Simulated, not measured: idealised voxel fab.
The following process module bears the name voxel self aligned contacts.
The width of the displayed cross-section, cut, is 255 nm; its cells are square, with a size of 5 nm.
Square cells in a grid make up a cross-section in this document, and the grid is given as bands, listed from the top down, each one or more rows of cells. Per band: top height and bottom height in nm, followed by the left-to-right materials and their widths in nm; "edge to edge" marks a single material spanning edge to edge, "air" marks empty space. The level at which height equals 0 is the one under which the wafer, as it arrives, is entirely one material. No lower edge exists for the bottom band, which continues downward and is notated as in "z 0 and below". Think of "30->40" as a width that walks from the first number to the second as you go down the band, top row to bottom row, taking equal-sized steps from row to row. A step reported as "remained the same" is a step in which no cell of the cross-section changed. Empty spaces without an open route to the top, at least 8 cells in extent, make up the entry "Sealed void listing"; each is given as width x height at distance, where the distance is measured from the left edge, and all are in nm. Heads up: the bit after the settings on a step's line is the simulator's remark on that step. Each step line may optionally specify "overlay nm", which for a step with a mask gives the rightward distance between the mask's planned place and where it lay, a negative value indicating the leftward direction.
### Intended process steps
step 1: RECEIVE (material Si)
step 2: OXIDIZE (depth nm 5)
step 3: DIRECTIONAL_DEP (material polySi; thk nm 20)
step 4: DIRECTIONAL_DEP (material SiN; thk nm 25)
step 5: DIRECTIONAL_DEP (material aC; thk nm 10)
step 6: PATTERN (tone cover; mask id GATE; material resist; width nm 30; pitch nm 65; thk nm 25; overlay nm 0)
step 7: DIRECTIONAL_ETCH (etch materials aC; depth nm 10)
step 8: STRIP (etch materials resist)
step 9: DIRECTIONAL_ETCH (etch materials SiN; depth nm 25)
step 10: DIRECTIONAL_ETCH (etch materials polySi; depth nm 20)
step 11: STRIP (etch materials aC)
step 12: CONFORMAL_DEP (material SiN; thk nm 10)
step 13: DIRECTIONAL_ETCH (etch materials SiN; depth nm 10)
step 14: FILL_DEP (material SiO2; thk nm 10)
step 15: CMP (height nm 50)
step 16: MASKED_ETCH (tone open; mask id CONTACT; width nm 45; etch materials SiO2; depth nm 55; overlay nm 0)
step 17: CONFORMAL_DEP (material TiN; thk nm 5)
step 18: FILL_DEP (material Ru; thk nm 5)
step 19: CMP (height nm 50)
step 20: CONFORMAL_DEP (material SiCN; thk nm 5)
### Cross-section: wafer on arrival = after step 1
> z 0 and below  Si edge to edge
> Sealed void listing: none
### The module was run from the start shown above using the plan shown above, but one mistake was made doing it; the resulting wafer cross-section is below
> z 55 to 50  SiCN edge to edge
> z 50 to 45  SiO2=105, TiN=20, Ru=5, TiN=20, SiO2=105
> z 45 to 20  SiO2=70, SiN=50, TiN=5, Ru=5, TiN=5, SiN=50, SiO2=70
> z 20 to 15  SiO2=70, SiN=10, polySi=30, SiN=10, TiN=5, Ru=5, TiN=5, SiN=10, polySi=30, SiN=10, SiO2=70
> z 15 to 10  SiO2=70, SiN=10, polySi=30, SiN=10, TiN=15, SiN=10, polySi=30, SiN=10, SiO2=70
> z 10 to 0  SiN=80, polySi=30, SiN=35, polySi=30, SiN=80
> z 0 to -5  SiO2 edge to edge
> z -5 and below  Si edge to edge
> Sealed void listing: none
The plan and the run diverged here: swap of plan steps 12 and 13 during execution
